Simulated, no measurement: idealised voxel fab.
The document below concerns the process module designated voxel self aligned contacts.
It is cross-section cut that appears here, measuring 245 nm in width, its square cells being 5 nm in size.
In this document a cross-section is written as a grid of square cells. It is given as a series of bands, listed from the top down, and a band is one or more rows of cells. Within each band entry, the heights of the top and of the bottom of the band appear first, in that order and in nm; the materials of the band then follow from left to right, each with its corresponding width in nm. The designation "everywhere" on a single material indicates that it fills the band from edge to edge; the designation "empty" indicates empty space. Height is counted from the level 0, under which the received wafer is composed throughout of one material. The lowest of the bands is not closed at the bottom but continues downward, in the notation "z 0 and below". A width such as "30..40" changes by the same amount from each row of cells to the next, from the band's top row to its bottom row. Where the words "no change occurred" appear for a step, the cross-section shows no cell changed by that step; every cell remained as before. "Closed cavity list": sealed empty spaces, 8 cells or more, no open way to top, listed width x height at distance, with distance from the left edge and width, height and distance in nm. Note: text after step settings on the step line = simulator remark on that step. Steps that use a mask can have "overlay nm" on their line. It says how far the mask sat to the right of where it was meant to be. Negative means to the left.
**Here's what the planned process steps look like**
1: RECEIVE,material Si
2: CONFORMAL_DEP,material SiO2,thk nm 5
3: DIRECTIONAL_DEP,material polySi,thk nm 30
4: DIRECTIONAL_DEP,material SiN,thk nm 20
5: PATTERN,tone cover,mask id GATE,material resist,width nm 30,pitch nm 70,thk nm 20,overlay nm 0
6: DIRECTIONAL_ETCH,etch materials SiN,depth nm 20
7: DIRECTIONAL_ETCH,etch materials polySi,depth nm 30
8: STRIP,etch materials resist
9: CONFORMAL_DEP,material SiN,thk nm 10
10: DIRECTIONAL_ETCH,etch materials SiN,depth nm 10
11: FILL_DEP,material SiO2,thk nm 10
12: CMP,height nm 60
13: PATTERN,tone open,mask id CONTACT,material resist,width nm 50,pitch nm 70,thk nm 20,overlay nm 0
14: DIRECTIONAL_ETCH,etch materials SiO2,depth nm 60
15: STRIP,etch materials resist
16: CONFORMAL_DEP,material TiN,thk nm 5
17: FILL_DEP,material Ru,thk nm 5
18: CMP,height nm 60
19: CONFORMAL_DEP,material SiCN,thk nm 5
**Cross-section of the wafer as it came to us, i.e., already through step 1**
	z 0 and below  Si everywhere
	Closed cavity list: none
**The first of two wafers, cross-sectioned at the end of the module, with the run proceeding as planned**
	z 65 to 60  SiCN everywhere
	z 60 to 55  60 of SiO2 | 20 of TiN | 10 of Ru | 20 of TiN | 20 of SiO2 | 20 of TiN | 10 of Ru | 20 of TiN | 65 of SiO2
	z 55 to 35  25 of SiO2 | 50 of SiN | 5 of TiN | 10 of Ru | 5 of TiN | 50 of SiN | 5 of TiN | 10 of Ru | 5 of TiN | 50 of SiN | 30 of SiO2
	z 35 to 5  25 of SiO2 | 10 of SiN | 30 of polySi | 10 of SiN | 5 of TiN | 10 of Ru | 5 of TiN | 10 of SiN | 30 of polySi | 10 of SiN | 5 of TiN | 10 of Ru | 5 of TiN | 10 of SiN | 30 of polySi | 10 of SiN | 30 of SiO2
	z 5 to 0  75 of SiO2 | 20 of TiN | 50 of SiO2 | 20 of TiN | 80 of SiO2
	z 0 and below  Si everywhere
	Closed cavity list: none
**This is the second of the two wafers, cross-sectioned at the end of the module; it started exactly like the first and was given the same plan, but it was run with one mistake**
	z 65 to 60  SiCN everywhere
	z 60 to 40  25 of SiO2 | 10 of SiN | 30 of polySi | 10 of SiN | 5 of TiN | 10 of Ru | 5 of TiN | 10 of SiN | 30 of polySi | 10 of SiN | 5 of TiN | 10 of Ru | 5 of TiN | 10 of SiN | 30 of polySi | 10 of SiN | 30 of SiO2
	z 40 to 35  25 of SiO2 | 10 of SiN | 30 of polySi | 10 of SiN | 20 of TiN | 10 of SiN | 30 of polySi | 10 of SiN | 20 of TiN | 10 of SiN | 30 of polySi | 10 of SiN | 30 of SiO2
	z 35 to 5  polySi everywhere
	z 5 to 0  SiO2 everywhere
	z 0 and below  Si everywhere
	Closed cavity list: none
What was done differently from what was planned? execution of plan step 3 occurred twice
In the final state, the cell counts of the second wafer exceed or fall short of those of the first for the following materials: 28 fewer of Ru | 132 fewer of SiN | 76 fewer of SiO2 | 40 fewer of TiN | 276 more of polySi
